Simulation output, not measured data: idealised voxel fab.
process module | voxel capacitor over wiring
cross-section cut | 210 nm wide | cells 5 nm
A cross-section is a grid of square cells, given in bands from the top down. A band is one or more rows of cells.
Each band's line starts with the height of the band's top and of its bottom, in nm. Then come its materials from left to right, each with its width in nm. One material with "throughout" fills the band from edge to edge. "air" is empty space.
Height 0 is the level under which the wafer as received is all one material. The lowest band goes on downwards, as in "0 down".
A width such as "30 to 40" changes by the same amount from each row of cells to the next, from the band's top row to its bottom row.
"no change" after a step means that no cell of the cross-section changed.
closed voids: empty space of 8 cells or more with no open way to the top, each as width x height at its distance from the left edge, in nm
after a step's settings: what the simulator itself notes on the step
overlay nm, on a step with a mask: how far to the right of its planned place the mask lay; to the left if negative
plan
1 op RECEIVE | material Si
2 op CONFORMAL_DEP | material SiO2 | thk nm 10
3 op CONFORMAL_DEP | material SiCN | thk nm 5
4 op DIRECTIONAL_DEP | material lowk | thk nm 25
5 op PATTERN | tone open | mask id METAL_1 | material resist | width nm 25 | pitch nm 90 | thk nm 20 | overlay nm 0
6 op DIRECTIONAL_ETCH | etch materials lowk | depth nm 25
7 op DIRECTIONAL_ETCH | etch materials SiCN | depth nm 5
8 op STRIP | etch materials resist
9 op CONFORMAL_DEP | material TiN | thk nm 5
10 op FILL_DEP | material Ru | thk nm 10
11 op CMP | height nm 40
12 op CONFORMAL_DEP | material SiCN | thk nm 5
13 op DIRECTIONAL_DEP | material SiO2 | thk nm 20
14 op PATTERN | tone open | mask id PLUG_1 | material resist | width nm 15 | thk nm 20 | overlay nm 0
15 op DIRECTIONAL_ETCH | etch materials SiO2 | depth nm 20
16 op DIRECTIONAL_ETCH | etch materials SiCN | depth nm 5
17 op STRIP | etch materials resist
18 op EPI | material Ru | thk nm 10
19 op EPI | material Ru | thk nm 10
20 op EPI | material Ru | thk nm 5
21 op DIRECTIONAL_DEP | material TiN | thk nm 5
22 op DIRECTIONAL_DEP | material Al2O3 | thk nm 5
23 op DIRECTIONAL_DEP | material TiN | thk nm 5
24 op DIRECTIONAL_DEP | material aC | thk nm 15
25 op PATTERN | tone cover | mask id UPPER_PLATE | material resist | width nm 70 | thk nm 35 | overlay nm 0
26 op DIRECTIONAL_ETCH | etch materials aC | depth nm 15
27 op STRIP | etch materials resist
28 op DIRECTIONAL_ETCH | etch materials TiN | depth nm 5
29 op DIRECTIONAL_ETCH | etch materials Al2O3 | depth nm 5
30 op STRIP | etch materials aC
31 op DIRECTIONAL_DEP | material aC | thk nm 10
32 op PATTERN | tone cover | mask id LOWER_PLATE | material resist | width nm 80 | thk nm 25 | overlay nm 0
33 op DIRECTIONAL_ETCH | etch materials aC | depth nm 10
34 op STRIP | etch materials resist
35 op DIRECTIONAL_ETCH | etch materials TiN | depth nm 5
36 op STRIP | etch materials aC
37 op FILL_DEP | material SiO2 | thk nm 20
38 op CMP | height nm 95
39 op PATTERN | tone open | mask id PLUG_2 | material resist | width nm 15 | thk nm 20 | overlay nm 0
40 op DIRECTIONAL_ETCH | etch materials SiO2 | depth nm 15
41 op STRIP | etch materials resist
42 op CONFORMAL_DEP | material TiN | thk nm 5
43 op FILL_DEP | material W | thk nm 10
44 op CMP | height nm 95
45 op CONFORMAL_DEP | material SiN | thk nm 5
as received, after step 1
  0 down: Si throughout
  closed voids: none
first wafer at the end, as planned
  100 to 95: SiN throughout
  95 to 85: SiO2 65 | TiN 5 | W 5 | TiN 5 | SiO2 130
  85 to 75: SiO2 65 to 55 | TiN 15 to 70 | SiO2 130 to 85
  75 to 70: SiO2 55 | Al2O3 70 | SiO2 85
  70 to 65: SiO2 50 | TiN 80 | SiO2 80
  65 to 45: SiO2 55 | Ru 15 | SiO2 140
  45 to 40: SiCN 55 | Ru 15 | SiCN 140
  40 to 15: lowk 45 | TiN 5 | Ru 15 | TiN 5 | lowk 65 | TiN 5 | Ru 15 | TiN 5 | lowk 50
  15 to 10: SiCN 45 | TiN 25 | SiCN 65 | TiN 25 | SiCN 50
  10 to 0: SiO2 throughout
  0 down: Si throughout
  closed voids: none
second wafer at the end: like start, like plan, one mistake
  100 to 95: SiN throughout
  95 to 85: SiO2 65 | TiN 5 | W 5 | TiN 5 | SiO2 130
  85 to 80: SiO2 65 | TiN 15 | SiO2 130
  80 to 75: SiO2 throughout
  75 to 70: SiO2 55 | Al2O3 70 | SiO2 85
  70 to 65: TiN 50 | SiO2 5 | TiN 70 | SiO2 5 | TiN 80
  65 to 45: SiO2 55 | Ru 15 | SiO2 140
  45 to 40: SiCN 55 | Ru 15 | SiCN 140
  40 to 15: lowk 45 | TiN 5 | Ru 15 | TiN 5 | lowk 65 | TiN 5 | Ru 15 | TiN 5 | lowk 50
  15 to 10: SiCN 45 | TiN 25 | SiCN 65 | TiN 25 | SiCN 50
  10 to 0: SiO2 throughout
  0 down: Si throughout
  closed voids: none
what went wrong: step 32 ran as: op PATTERN | tone open | mask id LOWER_PLATE | material resist | width nm 80 | thk nm 25 | overlay nm 0
at the end the second wafer has, in cells: 10 fewer of SiO2 | 10 more of TiN
